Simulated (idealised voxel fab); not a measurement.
Title: Process Module voxel transistor to metal
Cross-section cut spans 215 nm and uses square cells 5 nm in size.
When this document writes out a cross-section, it uses a grid of square cells and lists it as bands, beginning at the top and moving down, with a band standing for one or more rows of cells.
Band entry format. Leading values: height of top, height of bottom, nm. Remainder: materials in left-to-right order, each with its width in nm. Special words: "throughout" on a single material, which then fills the band edge to edge; "empty", empty space.
Note: height 0 marks the level under which the wafer is uniformly one material as received. Lowest band unbounded below, written "0 down".
Think of "30 to 40" as a width that walks from the first number to the second as you go down the band, top row to bottom row, taking equal-sized steps from row to row.
It should be understood that the words "nothing altered", when stated for a given step, signify that the cross-section underwent no change in any of its cells during that step.
Entry "Tabulated closed voids" = empty spaces >= 8 cells with no open way to the top; each as width x height at distance, distance from left edge, all nm.
Where a step's line continues beyond its settings, the continuation is a remark by the simulator itself on that step.
The line of a step may include "overlay nm". On a step with a mask, this value is how far to the right of its planned place the mask lay. A negative value means the mask lay to the left.

Below is the list of planned process steps:
1,RECEIVE with material Si
2,CONFORMAL_DEP with material SiO2, thk nm 5
3,CONFORMAL_DEP with material SiN, thk nm 15
4,PATTERN with tone cover, mask id ACTIVE, material resist, width nm 95, thk nm 20, overlay nm 0
5,DIRECTIONAL_ETCH with etch materials SiN, depth nm 15
6,DIRECTIONAL_ETCH with etch materials SiO2, depth nm 5
7,DIRECTIONAL_ETCH with etch materials Si, depth nm 30
8,STRIP with etch materials resist
9,FILL_DEP with material SiO2, thk nm 10
10,CMP with height nm 20
11,SELECTIVE_ETCH with etch materials SiO2, depth nm 10
12,STRIP with etch materials SiN
13,SELECTIVE_ETCH with etch materials SiO2, depth nm 5
14,OXIDIZE with depth nm 5
15,DIRECTIONAL_DEP with material polySi, thk nm 20
16,DIRECTIONAL_DEP with material SiCN, thk nm 10
17,DIRECTIONAL_DEP with material aC, thk nm 15
18,PATTERN with tone cover, mask id GATE, material resist, width nm 25, thk nm 35, overlay nm 0
19,DIRECTIONAL_ETCH with etch materials aC, depth nm 15
20,STRIP with etch materials resist
21,DIRECTIONAL_ETCH with etch materials SiCN, depth nm 20
22,DIRECTIONAL_ETCH with etch materials polySi, depth nm 30
23,STRIP with etch materials aC
24,CONFORMAL_DEP with material SiN, thk nm 5
25,DIRECTIONAL_ETCH with etch materials SiN, depth nm 5
26,DIRECTIONAL_ETCH with etch materials SiO2, depth nm 5
27,EPI with material nSi, thk nm 5
28,FILL_DEP with material SiO2, thk nm 10
29,CMP with height nm 30
30,DIRECTIONAL_DEP with material SiO2, thk nm 10
31,MASKED_ETCH with tone open, mask id CONTACT, width nm 15, pitch nm 70, etch materials SiO2, depth nm 40, overlay nm 0
32,CONFORMAL_DEP with material TiN, thk nm 5
33,FILL_DEP with material Ru, thk nm 5
34,CMP with height nm 40
35,DIRECTIONAL_DEP with material TiN, thk nm 5
36,DIRECTIONAL_DEP with material W, thk nm 20
37,MASKED_ETCH with tone cover, mask id METAL_1, width nm 15, pitch nm 70, etch materials W, depth nm 20, overlay nm 0
38,MASKED_ETCH with tone cover, mask id METAL_1, width nm 15, pitch nm 70, etch materials TiN, depth nm 5, overlay nm 0
39,FILL_DEP with material SiO2, thk nm 5
40,CMP with height nm 65
41,CONFORMAL_DEP with material SiN, thk nm 5
For this document, wafers share an identical start and vary in the step 35 thk nm; the plan quotes the first wafer's value.

Cross-section of the first of several wafers as received (after step 1):
	0 down | Si throughout
	Tabulated closed voids: none

First wafer of several, cross-section, module end, after step 41 (last):
	70 to 65 | SiN throughout
	65 to 45 | 65 of SiO2  15 of W  55 of SiO2  15 of W  65 of SiO2
	45 to 40 | 65 of SiO2  15 of TiN  55 of SiO2  15 of TiN  65 of SiO2
	40 to 30 | 65 of SiO2  5 of TiN  5 of Ru  5 of TiN  55 of SiO2  5 of TiN  5 of Ru  5 of TiN  65 of SiO2
	30 to 20 | 65 of SiO2  5 of TiN  5 of Ru  5 of TiN  10 of SiO2  5 of SiN  25 of SiCN  5 of SiN  10 of SiO2  5 of TiN  5 of Ru  5 of TiN  65 of SiO2
	20 to 5 | 65 of SiO2  5 of TiN  5 of Ru  5 of TiN  10 of SiO2  5 of SiN  25 of polySi  5 of SiN  10 of SiO2  5 of TiN  5 of Ru  5 of TiN  65 of SiO2
	5 to 0 | 55 of SiO2  5 of SiN  5 of SiO2  15 of TiN  10 of SiO2  5 of SiN  25 of polySi  5 of SiN  10 of SiO2  15 of TiN  5 of SiO2  5 of SiN  55 of SiO2
	0 to -5 | 60 of SiO2  30 of nSi  35 of SiO2  30 of nSi  60 of SiO2
	-5 to -30 | 60 of SiO2  95 of Si  60 of SiO2
	-30 down | Si throughout
	Tabulated closed voids: none

End of module, last wafer sectioned:
	70 to 65 | SiN throughout
	65 to 60 | 65 of SiO2  15 of W  55 of SiO2  15 of W  65 of SiO2
	60 to 55 | 65 of SiO2  15 of TiN  55 of SiO2  15 of TiN  65 of SiO2
	55 to 40 | TiN throughout
	40 to 30 | 65 of SiO2  5 of TiN  5 of Ru  5 of TiN  55 of SiO2  5 of TiN  5 of Ru  5 of TiN  65 of SiO2
	30 to 20 | 65 of SiO2  5 of TiN  5 of Ru  5 of TiN  10 of SiO2  5 of SiN  25 of SiCN  5 of SiN  10 of SiO2  5 of TiN  5 of Ru  5 of TiN  65 of SiO2
	20 to 5 | 65 of SiO2  5 of TiN  5 of Ru  5 of TiN  10 of SiO2  5 of SiN  25 of polySi  5 of SiN  10 of SiO2  5 of TiN  5 of Ru  5 of TiN  65 of SiO2
	5 to 0 | 55 of SiO2  5 of SiN  5 of SiO2  15 of TiN  10 of SiO2  5 of SiN  25 of polySi  5 of SiN  10 of SiO2  15 of TiN  5 of SiO2  5 of SiN  55 of SiO2
	0 to -5 | 60 of SiO2  30 of nSi  35 of SiO2  30 of nSi  60 of SiO2
	-5 to -30 | 60 of SiO2  95 of Si  60 of SiO2
	-30 down | Si throughout
	Tabulated closed voids: none

Gained (+) or lost (-) cells of each material since receipt, then closed voids: one row per wafer, at the end of the module:
thk nm 5; +14 Ru; -163 Si; +10 SiCN; +57 SiN; +588 SiO2; +40 TiN; +24 W; +12 nSi; +20 polySi; Tabulated closed voids: none
thk nm 10; +14 Ru; -163 Si; +10 SiCN; +57 SiN; +551 SiO2; +83 TiN; +18 W; +12 nSi; +20 polySi; Tabulated closed voids: none
thk nm 15; +14 Ru; -163 Si; +10 SiCN; +57 SiN; +514 SiO2; +126 TiN; +12 W; +12 nSi; +20 polySi; Tabulated closed voids: none
thk nm 20; +14 Ru; -163 Si; +10 SiCN; +57 SiN; +477 SiO2; +169 TiN; +6 W; +12 nSi; +20 polySi; Tabulated closed voids: none
